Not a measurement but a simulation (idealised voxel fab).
Process module heading - voxel wiring stack
Cross-sectional view cut (width: 235 nm; square cell size: 5 nm).
Cross-sections here: square-cell grids, written as top-down lists of bands, a band being one or more rows of cells. Look at the band entry: it leads with the top's height and the bottom's height in nm. Then it lists the materials left to right, with a width in nm for each. The word "full width" on a single material says that material fills the band edge to edge. The word "air" is empty space. Heads up on the height convention: 0 is the point under which the incoming wafer is all one material, and the lowest band has no bottom, it just keeps going down, like "0 -> down". Width "30..40": first value at the band's top row of cells, second value at its bottom row, equal change from row to row. You'll sometimes find "nothing changed" written for a step, and that's the way of saying that nowhere in the cross-section did a cell change during that step. "Enclosed void entries" contains a list of empty spaces, each no smaller than 8 cells and without an open way to the top, written in the form width x height at distance with the distance from the left edge and all three in nm. On a step's line, text after the settings is the simulator commenting on that step. A step's line can hold "overlay nm"; with a mask on that step, the setting says how far right of the planned place the mask lay, while a negative setting says it lay to the left.
# Steps in the process plan
1 RECEIVE, material Si
2 CONFORMAL_DEP, material SiO2, thk nm 10
3 DIRECTIONAL_DEP, material TiN, thk nm 5
4 DIRECTIONAL_DEP, material W, thk nm 20
5 PATTERN, tone cover, mask id METAL_1, material resist, width nm 20, pitch nm 40, thk nm 20, overlay nm 0
6 DIRECTIONAL_ETCH, etch materials W, depth nm 20
7 DIRECTIONAL_ETCH, etch materials TiN, depth nm 5
8 STRIP, etch materials resist
9 FILL_DEP, material lowk, thk nm 5
10 CMP, height nm 35
11 CONFORMAL_DEP, material SiCN, thk nm 5
12 DIRECTIONAL_DEP, material lowk, thk nm 30
13 PATTERN, tone open, mask id METAL_2, material resist, width nm 20, pitch nm 40, thk nm 20, overlay nm 0
14 DIRECTIONAL_ETCH, etch materials lowk, depth nm 20
15 STRIP, etch materials resist
16 MASKED_ETCH, tone open, mask id METAL_2_HOLES, width nm 15, etch materials lowk, depth nm 10, overlay nm 0
17 MASKED_ETCH, tone open, mask id METAL_2_HOLES, width nm 15, etch materials SiCN, depth nm 5, overlay nm 0
18 CONFORMAL_DEP, material TiN, thk nm 5
19 FILL_DEP, material Cu, thk nm 5
20 CMP, height nm 70
21 CONFORMAL_DEP, material SiCN, thk nm 5
22 DIRECTIONAL_DEP, material lowk, thk nm 35
23 DIRECTIONAL_DEP, material aC, thk nm 10
24 PATTERN, tone open, mask id METAL_3, material resist, width nm 20, pitch nm 40, thk nm 30, overlay nm 0
25 DIRECTIONAL_ETCH, etch materials aC, depth nm 10
26 STRIP, etch materials resist
27 DIRECTIONAL_ETCH, etch materials lowk, depth nm 20
28 STRIP, etch materials aC
29 DIRECTIONAL_DEP, material aC, thk nm 15
30 PATTERN, tone open, mask id METAL_3_HOLES, material resist, width nm 15, thk nm 35, overlay nm 0
31 DIRECTIONAL_ETCH, etch materials aC, depth nm 15
32 STRIP, etch materials resist
33 DIRECTIONAL_ETCH, etch materials lowk, depth nm 15
34 DIRECTIONAL_ETCH, etch materials SiCN, depth nm 5
35 STRIP, etch materials aC
36 CONFORMAL_DEP, material TiN, thk nm 5
37 FILL_DEP, material Cu, thk nm 5
38 CMP, height nm 110
39 CONFORMAL_DEP, material SiCN, thk nm 5
40 DIRECTIONAL_DEP, material lowk, thk nm 10
41 MASKED_ETCH, tone open, mask id PLUG_3, width nm 15, pitch nm 40, etch materials lowk, depth nm 10, overlay nm 0
42 MASKED_ETCH, tone open, mask id PLUG_3, width nm 15, pitch nm 40, etch materials SiCN, depth nm 5, overlay nm 0
43 EPI, material Ru, thk nm 10
44 EPI, material Ru, thk nm 5
45 CONFORMAL_DEP, material SiN, thk nm 5
46 DIRECTIONAL_DEP, material lowk, thk nm 20
47 MASKED_ETCH, tone open, mask id METAL_4, width nm 20, pitch nm 40, etch materials lowk, depth nm 20, overlay nm 0
48 MASKED_ETCH, tone open, mask id METAL_4, width nm 20, pitch nm 40, etch materials SiN, depth nm 5, overlay nm 0
49 CONFORMAL_DEP, material TiN, thk nm 5
50 FILL_DEP, material Ru, thk nm 5
51 CMP, height nm 150
52 EPI, material Ru, thk nm 5
53 FILL_DEP, material SiCN, thk nm 5
# On the first of the two wafers: run conducted according to plan
# Cross-section, incoming material, after step 1
> 0 -> down = Si full width
> Enclosed void entries: none
# After step 2: wafer cross-section
> 10 -> 0 = SiO2 full width
> Whatever lies below 0 is exactly as it was before.
# After step 3: wafer cross-section
> 15 -> 10 = TiN full width
> Whatever lies below 10 is exactly as it was before.
# After step 4: wafer cross-section
> 35 -> 15 = W full width
> Whatever lies below 15 is exactly as it was before.
# After step 5: wafer cross-section
> 55 -> 35 = 85 air; 20 resist; 20 air; 20 resist; 90 air
> Whatever lies below 35 is exactly as it was before.
# After step 6: wafer cross-section
> 55 -> 35 = 85 air; 20 resist; 20 air; 20 resist; 90 air
> 35 -> 15 = 85 air; 20 W; 20 air; 20 W; 90 air
> Whatever lies below 15 is exactly as it was before.
# After step 7: wafer cross-section
> 55 -> 35 = 85 air; 20 resist; 20 air; 20 resist; 90 air
> 35 -> 15 = 85 air; 20 W; 20 air; 20 W; 90 air
> 15 -> 10 = 85 air; 20 TiN; 20 air; 20 TiN; 90 air
> Whatever lies below 10 is exactly as it was before.
# After step 8: wafer cross-section
> 35 -> 15 = 85 air; 20 W; 20 air; 20 W; 90 air
> Whatever lies below 15 is exactly as it was before.
# After step 9: wafer cross-section
> 40 -> 35 = lowk full width
> 35 -> 15 = 85 lowk; 20 W; 20 lowk; 20 W; 90 lowk
> 15 -> 10 = 85 lowk; 20 TiN; 20 lowk; 20 TiN; 90 lowk
> Whatever lies below 10 is exactly as it was before.
# After step 10: wafer cross-section
> 35 -> 15 = 85 lowk; 20 W; 20 lowk; 20 W; 90 lowk
> Whatever lies below 15 is exactly as it was before.
# After step 11: wafer cross-section
> 40 -> 35 = SiCN full width
> Whatever lies below 35 is exactly as it was before.
# After step 12: wafer cross-section
> 70 -> 40 = lowk full width
> Whatever lies below 40 is exactly as it was before.
# After step 13: wafer cross-section
> 90 -> 70 = 85 resist; 20 air; 20 resist; 20 air; 90 resist
> Whatever lies below 70 is exactly as it was before.
# After step 14: wafer cross-section
> 90 -> 70 = 85 resist; 20 air; 20 resist; 20 air; 90 resist
> 70 -> 50 = 85 lowk; 20 air; 20 lowk; 20 air; 90 lowk
> Whatever lies below 50 is exactly as it was before.
# After step 15: wafer cross-section
> 70 -> 50 = 85 lowk; 20 air; 20 lowk; 20 air; 90 lowk
> Whatever lies below 50 is exactly as it was before.
# After step 16: wafer cross-section
> 70 -> 50 = 85 lowk; 20 air; 20 lowk; 20 air; 90 lowk
> 50 -> 40 = 85 lowk; 15 air; 135 lowk
> Whatever lies below 40 is exactly as it was before.
# After step 17: wafer cross-section
> 70 -> 50 = 85 lowk; 20 air; 20 lowk; 20 air; 90 lowk
> 50 -> 40 = 85 lowk; 15 air; 135 lowk
> 40 -> 35 = 85 SiCN; 15 air; 135 SiCN
> Whatever lies below 35 is exactly as it was before.
# After step 18: wafer cross-section
> 75 -> 70 = 90 TiN; 10 air; 30 TiN; 10 air; 95 TiN
> 70 -> 55 = 85 lowk; 5 TiN; 10 air; 5 TiN; 20 lowk; 5 TiN; 10 air; 5 TiN; 90 lowk
> 55 -> 50 = 85 lowk; 5 TiN; 5 air; 10 TiN; 20 lowk; 20 TiN; 90 lowk
> 50 -> 40 = 85 lowk; 5 TiN; 5 air; 5 TiN; 135 lowk
> 40 -> 35 = 85 SiCN; 15 TiN; 135 SiCN
> Whatever lies below 35 is exactly as it was before.
# After step 19: wafer cross-section
> 80 -> 75 = Cu full width
> 75 -> 70 = 90 TiN; 10 Cu; 30 TiN; 10 Cu; 95 TiN
> 70 -> 55 = 85 lowk; 5 TiN; 10 Cu; 5 TiN; 20 lowk; 5 TiN; 10 Cu; 5 TiN; 90 lowk
> 55 -> 50 = 85 lowk; 5 TiN; 5 Cu; 10 TiN; 20 lowk; 20 TiN; 90 lowk
> 50 -> 40 = 85 lowk; 5 TiN; 5 Cu; 5 TiN; 135 lowk
> Whatever lies below 40 is exactly as it was before.
# After step 20: wafer cross-section
> 70 -> 55 = 85 lowk; 5 TiN; 10 Cu; 5 TiN; 20 lowk; 5 TiN; 10 Cu; 5 TiN; 90 lowk
> Whatever lies below 55 is exactly as it was before.
# After step 21: wafer cross-section
> 75 -> 70 = SiCN full width
> Whatever lies below 70 is exactly as it was before.
# After step 22: wafer cross-section
> 110 -> 75 = lowk full width
> Whatever lies below 75 is exactly as it was before.
# After step 23: wafer cross-section
> 120 -> 110 = aC full width
> Whatever lies below 110 is exactly as it was before.
# After step 24: wafer cross-section
> 150 -> 120 = 85 resist; 20 air; 20 resist; 20 air; 90 resist
> Whatever lies below 120 is exactly as it was before.
# After step 25: wafer cross-section
> 140 -> 120 = 85 resist; 20 air; 20 resist; 20 air; 90 resist
> 120 -> 110 = 85 aC; 20 air; 20 aC; 20 air; 90 aC
> Whatever lies below 110 is exactly as it was before.
# After step 26: wafer cross-section
> 120 -> 110 = 85 aC; 20 air; 20 aC; 20 air; 90 aC
> Whatever lies below 110 is exactly as it was before.
# After step 27: wafer cross-section
> 120 -> 110 = 85 aC; 20 air; 20 aC; 20 air; 90 aC
> 110 -> 90 = 85 lowk; 20 air; 20 lowk; 20 air; 90 lowk
> Whatever lies below 90 is exactly as it was before.
# After step 28: wafer cross-section
> 110 -> 90 = 85 lowk; 20 air; 20 lowk; 20 air; 90 lowk
> Whatever lies below 90 is exactly as it was before.
# After step 29: wafer cross-section
> 125 -> 110 = 85 aC; 20 air; 20 aC; 20 air; 90 aC
> 110 -> 105 = 85 lowk; 20 air; 20 lowk; 20 air; 90 lowk
> 105 -> 90 = 85 lowk; 20 aC; 20 lowk; 20 aC; 90 lowk
> Whatever lies below 90 is exactly as it was before.
# After step 30: wafer cross-section
> 160 -> 125 = 85 resist; 15 air; 135 resist
> 125 -> 110 = 85 aC; 15 air; 5 resist; 20 aC; 20 resist; 90 aC
> 110 -> 105 = 85 lowk; 15 air; 5 resist; 20 lowk; 20 resist; 90 lowk
> Whatever lies below 105 is exactly as it was before.
# After step 31: wafer cross-section
> 145 -> 125 = 85 resist; 15 air; 135 resist
> 125 -> 110 = 85 aC; 15 air; 5 resist; 20 aC; 20 resist; 90 aC
> 110 -> 105 = 85 lowk; 15 air; 5 resist; 20 lowk; 20 resist; 90 lowk
> 105 -> 90 = 85 lowk; 15 air; 5 aC; 20 lowk; 20 aC; 90 lowk
> Whatever lies below 90 is exactly as it was before.
# After step 32: wafer cross-section
> 125 -> 110 = 85 aC; 20 air; 20 aC; 20 air; 90 aC
> 110 -> 105 = 85 lowk; 20 air; 20 lowk; 20 air; 90 lowk
> Whatever lies below 105 is exactly as it was before.
# After step 33: wafer cross-section
> 125 -> 110 = 85 aC; 20 air; 20 aC; 20 air; 90 aC
> 110 -> 105 = 85 lowk; 20 air; 20 lowk; 20 air; 90 lowk
> 105 -> 90 = 85 lowk; 15 air; 5 aC; 20 lowk; 20 aC; 90 lowk
> 90 -> 75 = 85 lowk; 15 air; 135 lowk
> Whatever lies below 75 is exactly as it was before.
# After step 34: wafer cross-section
> 125 -> 110 = 85 aC; 20 air; 20 aC; 20 air; 90 aC
> 110 -> 105 = 85 lowk; 20 air; 20 lowk; 20 air; 90 lowk
> 105 -> 90 = 85 lowk; 15 air; 5 aC; 20 lowk; 20 aC; 90 lowk
> 90 -> 75 = 85 lowk; 15 air; 135 lowk
> 75 -> 70 = 85 SiCN; 15 air; 135 SiCN
> Whatever lies below 70 is exactly as it was before.
# After step 35: wafer cross-section
> 110 -> 90 = 85 lowk; 20 air; 20 lowk; 20 air; 90 lowk
> Whatever lies below 90 is exactly as it was before.
# After step 36: wafer cross-section
> 115 -> 110 = 90 TiN; 10 air; 30 TiN; 10 air; 95 TiN
> 110 -> 95 = 85 lowk; 5 TiN; 10 air; 5 TiN; 20 lowk; 5 TiN; 10 air; 5 TiN; 90 lowk
> 95 -> 90 = 85 lowk; 5 TiN; 5 air; 10 TiN; 20 lowk; 20 TiN; 90 lowk
> 90 -> 75 = 85 lowk; 5 TiN; 5 air; 5 TiN; 135 lowk
> 75 -> 70 = 85 SiCN; 15 TiN; 135 SiCN
> Whatever lies below 70 is exactly as it was before.
# After step 37: wafer cross-section
> 120 -> 115 = Cu full width
> 115 -> 110 = 90 TiN; 10 Cu; 30 TiN; 10 Cu; 95 TiN
> 110 -> 95 = 85 lowk; 5 TiN; 10 Cu; 5 TiN; 20 lowk; 5 TiN; 10 Cu; 5 TiN; 90 lowk
> 95 -> 90 = 85 lowk; 5 TiN; 5 Cu; 10 TiN; 20 lowk; 20 TiN; 90 lowk
> 90 -> 75 = 85 lowk; 5 TiN; 5 Cu; 5 TiN; 135 lowk
> Whatever lies below 75 is exactly as it was before.
# After step 38: wafer cross-section
> 110 -> 95 = 85 lowk; 5 TiN; 10 Cu; 5 TiN; 20 lowk; 5 TiN; 10 Cu; 5 TiN; 90 lowk
> Whatever lies below 95 is exactly as it was before.
# After step 39: wafer cross-section
> 115 -> 110 = SiCN full width
> Whatever lies below 110 is exactly as it was before.
# After step 40: wafer cross-section
> 125 -> 115 = lowk full width
> Whatever lies below 115 is exactly as it was before.
# After step 41: wafer cross-section
> 125 -> 115 = 85 lowk; 15 air; 25 lowk; 15 air; 95 lowk
> Whatever lies below 115 is exactly as it was before.
# After step 42: wafer cross-section
> 125 -> 115 = 85 lowk; 15 air; 25 lowk; 15 air; 95 lowk
> 115 -> 110 = 85 SiCN; 15 air; 25 SiCN; 15 air; 95 SiCN
> Whatever lies below 110 is exactly as it was before.
# After step 43: wafer cross-section
> 125 -> 120 = 85 lowk; 15 air; 25 lowk; 15 air; 95 lowk
> 120 -> 115 = 85 lowk; 15 Ru; 25 lowk; 15 Ru; 95 lowk
> 115 -> 110 = 85 SiCN; 15 Ru; 25 SiCN; 15 Ru; 95 SiCN
> Whatever lies below 110 is exactly as it was before.
# After step 44: wafer cross-section
> 125 -> 115 = 85 lowk; 15 Ru; 25 lowk; 15 Ru; 95 lowk
> Whatever lies below 115 is exactly as it was before.
# After step 45: wafer cross-section
> 130 -> 125 = SiN full width
> Whatever lies below 125 is exactly as it was before.
# After step 46: wafer cross-section
> 150 -> 130 = lowk full width
> Whatever lies below 130 is exactly as it was before.
# After step 47: wafer cross-section
> 150 -> 130 = 85 lowk; 20 air; 20 lowk; 20 air; 90 lowk
> Whatever lies below 130 is exactly as it was before.
# After step 48: wafer cross-section
> 150 -> 130 = 85 lowk; 20 air; 20 lowk; 20 air; 90 lowk
> 130 -> 125 = 85 SiN; 20 air; 20 SiN; 20 air; 90 SiN
> Whatever lies below 125 is exactly as it was before.
# After step 49: wafer cross-section
> 155 -> 150 = 90 TiN; 10 air; 30 TiN; 10 air; 95 TiN
> 150 -> 130 = 85 lowk; 5 TiN; 10 air; 5 TiN; 20 lowk; 5 TiN; 10 air; 5 TiN; 90 lowk
> 130 -> 125 = 85 SiN; 20 TiN; 20 SiN; 20 TiN; 90 SiN
> Whatever lies below 125 is exactly as it was before.
# After step 50: wafer cross-section
> 160 -> 155 = Ru full width
> 155 -> 150 = 90 TiN; 10 Ru; 30 TiN; 10 Ru; 95 TiN
> 150 -> 130 = 85 lowk; 5 TiN; 10 Ru; 5 TiN; 20 lowk; 5 TiN; 10 Ru; 5 TiN; 90 lowk
> Whatever lies below 130 is exactly as it was before.
# After step 51: wafer cross-section
> 150 -> 130 = 85 lowk; 5 TiN; 10 Ru; 5 TiN; 20 lowk; 5 TiN; 10 Ru; 5 TiN; 90 lowk
> Whatever lies below 130 is exactly as it was before.
# After step 52: wafer cross-section
> 155 -> 150 = 80 air; 30 Ru; 10 air; 30 Ru; 85 air
> Whatever lies below 150 is exactly as it was before.
# After step 53: wafer cross-section
> 160 -> 155 = SiCN full width
> 155 -> 150 = 80 SiCN; 30 Ru; 10 SiCN; 30 Ru; 85 SiCN
> Whatever lies below 150 is exactly as it was before.
# What follows concerns the second wafer, which started out like the first and was meant to follow the very same plan; one mistake crept in when it was run, but everything up to and including step 1 is the same as for the first wafer
# What the second wafer looks like in cross-section when step 2 should have wrapped up
> 15 -> 0 = SiO2 full width
> Whatever lies below 0 is exactly as it was before.
# What the second wafer looks like in cross-section when step 3 should have wrapped up
> 20 -> 15 = TiN full width
> Whatever lies below 15 is exactly as it was before.
# What the second wafer looks like in cross-section when step 4 should have wrapped up
> 40 -> 20 = W full width
> Whatever lies below 20 is exactly as it was before.
# What the second wafer looks like in cross-section when step 5 should have wrapped up
> 60 -> 40 = 85 air; 20 resist; 20 air; 20 resist; 90 air
> Whatever lies below 40 is exactly as it was before.
# What the second wafer looks like in cross-section when step 6 should have wrapped up
> 60 -> 40 = 85 air; 20 resist; 20 air; 20 resist; 90 air
> 40 -> 20 = 85 air; 20 W; 20 air; 20 W; 90 air
> Whatever lies below 20 is exactly as it was before.
# What the second wafer looks like in cross-section when step 7 should have wrapped up
> 60 -> 40 = 85 air; 20 resist; 20 air; 20 resist; 90 air
> 40 -> 20 = 85 air; 20 W; 20 air; 20 W; 90 air
> 20 -> 15 = 85 air; 20 TiN; 20 air; 20 TiN; 90 air
> Whatever lies below 15 is exactly as it was before.
# What the second wafer looks like in cross-section when step 8 should have wrapped up
> 40 -> 20 = 85 air; 20 W; 20 air; 20 W; 90 air
> Whatever lies below 20 is exactly as it was before.
# What the second wafer looks like in cross-section when step 9 should have wrapped up
> 45 -> 40 = lowk full width
> 40 -> 20 = 85 lowk; 20 W; 20 lowk; 20 W; 90 lowk
> 20 -> 15 = 85 lowk; 20 TiN; 20 lowk; 20 TiN; 90 lowk
> Whatever lies below 15 is exactly as it was before.
# What the second wafer looks like in cross-section when step 10 should have wrapped up
> 35 -> 20 = 85 lowk; 20 W; 20 lowk; 20 W; 90 lowk
> Whatever lies below 20 is exactly as it was before.
# What the second wafer looks like in cross-section when step 11 should have wrapped up
> 40 -> 35 = SiCN full width
> Whatever lies below 35 is exactly as it was before.
# What the second wafer looks like in cross-section when step 12 should have wrapped up
> 70 -> 40 = lowk full width
> Whatever lies below 40 is exactly as it was before.
# What the second wafer looks like in cross-section when step 13 should have wrapped up
> 90 -> 70 = 85 resist; 20 air; 20 resist; 20 air; 90 resist
> Whatever lies below 70 is exactly as it was before.
# What the second wafer looks like in cross-section when step 14 should have wrapped up
> 90 -> 70 = 85 resist; 20 air; 20 resist; 20 air; 90 resist
> 70 -> 50 = 85 lowk; 20 air; 20 lowk; 20 air; 90 lowk
> Whatever lies below 50 is exactly as it was before.
# What the second wafer looks like in cross-section when step 15 should have wrapped up
> 70 -> 50 = 85 lowk; 20 air; 20 lowk; 20 air; 90 lowk
> Whatever lies below 50 is exactly as it was before.
# What the second wafer looks like in cross-section when step 16 should have wrapped up
> 70 -> 50 = 85 lowk; 20 air; 20 lowk; 20 air; 90 lowk
> 50 -> 40 = 85 lowk; 15 air; 135 lowk
> Whatever lies below 40 is exactly as it was before.
# What the second wafer looks like in cross-section when step 17 should have wrapped up
> 70 -> 50 = 85 lowk; 20 air; 20 lowk; 20 air; 90 lowk
> 50 -> 40 = 85 lowk; 15 air; 135 lowk
> 40 -> 35 = 85 SiCN; 15 air; 135 SiCN
> Whatever lies below 35 is exactly as it was before.
# What the second wafer looks like in cross-section when step 18 should have wrapped up
> 75 -> 70 = 90 TiN; 10 air; 30 TiN; 10 air; 95 TiN
> 70 -> 55 = 85 lowk; 5 TiN; 10 air; 5 TiN; 20 lowk; 5 TiN; 10 air; 5 TiN; 90 lowk
> 55 -> 50 = 85 lowk; 5 TiN; 5 air; 10 TiN; 20 lowk; 20 TiN; 90 lowk
> 50 -> 40 = 85 lowk; 5 TiN; 5 air; 5 TiN; 135 lowk
> 40 -> 35 = 85 SiCN; 15 TiN; 135 SiCN
> Whatever lies below 35 is exactly as it was before.
# What the second wafer looks like in cross-section when step 19 should have wrapped up
> 80 -> 75 = Cu full width
> 75 -> 70 = 90 TiN; 10 Cu; 30 TiN; 10 Cu; 95 TiN
> 70 -> 55 = 85 lowk; 5 TiN; 10 Cu; 5 TiN; 20 lowk; 5 TiN; 10 Cu; 5 TiN; 90 lowk
> 55 -> 50 = 85 lowk; 5 TiN; 5 Cu; 10 TiN; 20 lowk; 20 TiN; 90 lowk
> 50 -> 40 = 85 lowk; 5 TiN; 5 Cu; 5 TiN; 135 lowk
> Whatever lies below 40 is exactly as it was before.
# What the second wafer looks like in cross-section when step 20 should have wrapped up
> 70 -> 55 = 85 lowk; 5 TiN; 10 Cu; 5 TiN; 20 lowk; 5 TiN; 10 Cu; 5 TiN; 90 lowk
> Whatever lies below 55 is exactly as it was before.
# What the second wafer looks like in cross-section when step 21 should have wrapped up
> 75 -> 70 = SiCN full width
> Whatever lies below 70 is exactly as it was before.
# What the second wafer looks like in cross-section when step 22 should have wrapped up
> 110 -> 75 = lowk full width
> Whatever lies below 75 is exactly as it was before.
# What the second wafer looks like in cross-section when step 23 should have wrapped up
> 120 -> 110 = aC full width
> Whatever lies below 110 is exactly as it was before.
# What the second wafer looks like in cross-section when step 24 should have wrapped up
> 150 -> 120 = 85 resist; 20 air; 20 resist; 20 air; 90 resist
> Whatever lies below 120 is exactly as it was before.
# What the second wafer looks like in cross-section when step 25 should have wrapped up
> 140 -> 120 = 85 resist; 20 air; 20 resist; 20 air; 90 resist
> 120 -> 110 = 85 aC; 20 air; 20 aC; 20 air; 90 aC
> Whatever lies below 110 is exactly as it was before.
# What the second wafer looks like in cross-section when step 26 should have wrapped up
> 120 -> 110 = 85 aC; 20 air; 20 aC; 20 air; 90 aC
> Whatever lies below 110 is exactly as it was before.
# What the second wafer looks like in cross-section when step 27 should have wrapped up
> 120 -> 110 = 85 aC; 20 air; 20 aC; 20 air; 90 aC
> 110 -> 90 = 85 lowk; 20 air; 20 lowk; 20 air; 90 lowk
> Whatever lies below 90 is exactly as it was before.
# What the second wafer looks like in cross-section when step 28 should have wrapped up
> 110 -> 90 = 85 lowk; 20 air; 20 lowk; 20 air; 90 lowk
> Whatever lies below 90 is exactly as it was before.
# What the second wafer looks like in cross-section when step 29 should have wrapped up
> 125 -> 110 = 85 aC; 20 air; 20 aC; 20 air; 90 aC
> 110 -> 105 = 85 lowk; 20 air; 20 lowk; 20 air; 90 lowk
> 105 -> 90 = 85 lowk; 20 aC; 20 lowk; 20 aC; 90 lowk
> Whatever lies below 90 is exactly as it was before.
# What the second wafer looks like in cross-section when step 30 should have wrapped up
> 160 -> 125 = 85 resist; 15 air; 135 resist
> 125 -> 110 = 85 aC; 15 air; 5 resist; 20 aC; 20 resist; 90 aC
> 110 -> 105 = 85 lowk; 15 air; 5 resist; 20 lowk; 20 resist; 90 lowk
> Whatever lies below 105 is exactly as it was before.
# What the second wafer looks like in cross-section when step 31 should have wrapped up
> 145 -> 125 = 85 resist; 15 air; 135 resist
> 125 -> 110 = 85 aC; 15 air; 5 resist; 20 aC; 20 resist; 90 aC
> 110 -> 105 = 85 lowk; 15 air; 5 resist; 20 lowk; 20 resist; 90 lowk
> 105 -> 90 = 85 lowk; 15 air; 5 aC; 20 lowk; 20 aC; 90 lowk
> Whatever lies below 90 is exactly as it was before.
# What the second wafer looks like in cross-section when step 32 should have wrapped up
> 125 -> 110 = 85 aC; 20 air; 20 aC; 20 air; 90 aC
> 110 -> 105 = 85 lowk; 20 air; 20 lowk; 20 air; 90 lowk
> Whatever lies below 105 is exactly as it was before.
# What the second wafer looks like in cross-section when step 33 should have wrapped up
> 125 -> 110 = 85 aC; 20 air; 20 aC; 20 air; 90 aC
> 110 -> 105 = 85 lowk; 20 air; 20 lowk; 20 air; 90 lowk
> 105 -> 90 = 85 lowk; 15 air; 5 aC; 20 lowk; 20 aC; 90 lowk
> 90 -> 75 = 85 lowk; 15 air; 135 lowk
> Whatever lies below 75 is exactly as it was before.
# What the second wafer looks like in cross-section when step 34 should have wrapped up
> 125 -> 110 = 85 aC; 20 air; 20 aC; 20 air; 90 aC
> 110 -> 105 = 85 lowk; 20 air; 20 lowk; 20 air; 90 lowk
> 105 -> 90 = 85 lowk; 15 air; 5 aC; 20 lowk; 20 aC; 90 lowk
> 90 -> 75 = 85 lowk; 15 air; 135 lowk
> 75 -> 70 = 85 SiCN; 15 air; 135 SiCN
> Whatever lies below 70 is exactly as it was before.
# What the second wafer looks like in cross-section when step 35 should have wrapped up
> 110 -> 90 = 85 lowk; 20 air; 20 lowk; 20 air; 90 lowk
> Whatever lies below 90 is exactly as it was before.
# What the second wafer looks like in cross-section when step 36 should have wrapped up
> 115 -> 110 = 90 TiN; 10 air; 30 TiN; 10 air; 95 TiN
> 110 -> 95 = 85 lowk; 5 TiN; 10 air; 5 TiN; 20 lowk; 5 TiN; 10 air; 5 TiN; 90 lowk
> 95 -> 90 = 85 lowk; 5 TiN; 5 air; 10 TiN; 20 lowk; 20 TiN; 90 lowk
> 90 -> 75 = 85 lowk; 5 TiN; 5 air; 5 TiN; 135 lowk
> 75 -> 70 = 85 SiCN; 15 TiN; 135 SiCN
> Whatever lies below 70 is exactly as it was before.
# What the second wafer looks like in cross-section when step 37 should have wrapped up
> 120 -> 115 = Cu full width
> 115 -> 110 = 90 TiN; 10 Cu; 30 TiN; 10 Cu; 95 TiN
> 110 -> 95 = 85 lowk; 5 TiN; 10 Cu; 5 TiN; 20 lowk; 5 TiN; 10 Cu; 5 TiN; 90 lowk
> 95 -> 90 = 85 lowk; 5 TiN; 5 Cu; 10 TiN; 20 lowk; 20 TiN; 90 lowk
> 90 -> 75 = 85 lowk; 5 TiN; 5 Cu; 5 TiN; 135 lowk
> Whatever lies below 75 is exactly as it was before.
# What the second wafer looks like in cross-section when step 38 should have wrapped up
> 110 -> 95 = 85 lowk; 5 TiN; 10 Cu; 5 TiN; 20 lowk; 5 TiN; 10 Cu; 5 TiN; 90 lowk
> Whatever lies below 95 is exactly as it was before.
# What the second wafer looks like in cross-section when step 39 should have wrapped up
> 115 -> 110 = SiCN full width
> Whatever lies below 110 is exactly as it was before.
# What the second wafer looks like in cross-section when step 40 should have wrapped up
> 125 -> 115 = lowk full width
> Whatever lies below 115 is exactly as it was before.
# What the second wafer looks like in cross-section when step 41 should have wrapped up
> 125 -> 115 = 85 lowk; 15 air; 25 lowk; 15 air; 95 lowk
> Whatever lies below 115 is exactly as it was before.
# What the second wafer looks like in cross-section when step 42 should have wrapped up
> 125 -> 115 = 85 lowk; 15 air; 25 lowk; 15 air; 95 lowk
> 115 -> 110 = 85 SiCN; 15 air; 25 SiCN; 15 air; 95 SiCN
> Whatever lies below 110 is exactly as it was before.
# What the second wafer looks like in cross-section when step 43 should have wrapped up
> 125 -> 120 = 85 lowk; 15 air; 25 lowk; 15 air; 95 lowk
> 120 -> 115 = 85 lowk; 15 Ru; 25 lowk; 15 Ru; 95 lowk
> 115 -> 110 = 85 SiCN; 15 Ru; 25 SiCN; 15 Ru; 95 SiCN
> Whatever lies below 110 is exactly as it was before.
# What the second wafer looks like in cross-section when step 44 should have wrapped up
> 125 -> 115 = 85 lowk; 15 Ru; 25 lowk; 15 Ru; 95 lowk
> Whatever lies below 115 is exactly as it was before.
# What the second wafer looks like in cross-section when step 45 should have wrapped up
> 130 -> 125 = SiN full width
> Whatever lies below 125 is exactly as it was before.
# What the second wafer looks like in cross-section when step 46 should have wrapped up
> 150 -> 130 = lowk full width
> Whatever lies below 130 is exactly as it was before.
# What the second wafer looks like in cross-section when step 47 should have wrapped up
> 150 -> 130 = 85 lowk; 20 air; 20 lowk; 20 air; 90 lowk
> Whatever lies below 130 is exactly as it was before.
# What the second wafer looks like in cross-section when step 48 should have wrapped up
> 150 -> 130 = 85 lowk; 20 air; 20 lowk; 20 air; 90 lowk
> 130 -> 125 = 85 SiN; 20 air; 20 SiN; 20 air; 90 SiN
> Whatever lies below 125 is exactly as it was before.
# What the second wafer looks like in cross-section when step 49 should have wrapped up
> 155 -> 150 = 90 TiN; 10 air; 30 TiN; 10 air; 95 TiN
> 150 -> 130 = 85 lowk; 5 TiN; 10 air; 5 TiN; 20 lowk; 5 TiN; 10 air; 5 TiN; 90 lowk
> 130 -> 125 = 85 SiN; 20 TiN; 20 SiN; 20 TiN; 90 SiN
> Whatever lies below 125 is exactly as it was before.
# What the second wafer looks like in cross-section when step 50 should have wrapped up
> 160 -> 155 = Ru full width
> 155 -> 150 = 90 TiN; 10 Ru; 30 TiN; 10 Ru; 95 TiN
> 150 -> 130 = 85 lowk; 5 TiN; 10 Ru; 5 TiN; 20 lowk; 5 TiN; 10 Ru; 5 TiN; 90 lowk
> Whatever lies below 130 is exactly as it was before.
# What the second wafer looks like in cross-section when step 51 should have wrapped up
> 150 -> 130 = 85 lowk; 5 TiN; 10 Ru; 5 TiN; 20 lowk; 5 TiN; 10 Ru; 5 TiN; 90 lowk
> Whatever lies below 130 is exactly as it was before.
# What the second wafer looks like in cross-section when step 52 should have wrapped up
> 155 -> 150 = 80 air; 30 Ru; 10 air; 30 Ru; 85 air
> Whatever lies below 150 is exactly as it was before.
# What the second wafer looks like in cross-section when step 53 should have wrapped up
> 160 -> 155 = SiCN full width
> 155 -> 150 = 80 SiCN; 30 Ru; 10 SiCN; 30 Ru; 85 SiCN
> Whatever lies below 150 is exactly as it was before.
The mistake made against the process plan was this: step 2 did not use the planned setting and instead ran as CONFORMAL_DEP, material SiO2, thk nm 15
Materials where the second wafer ends with more or fewer cells than the first: 47 more of SiO2 | 8 fewer of W | 39 fewer of lowk
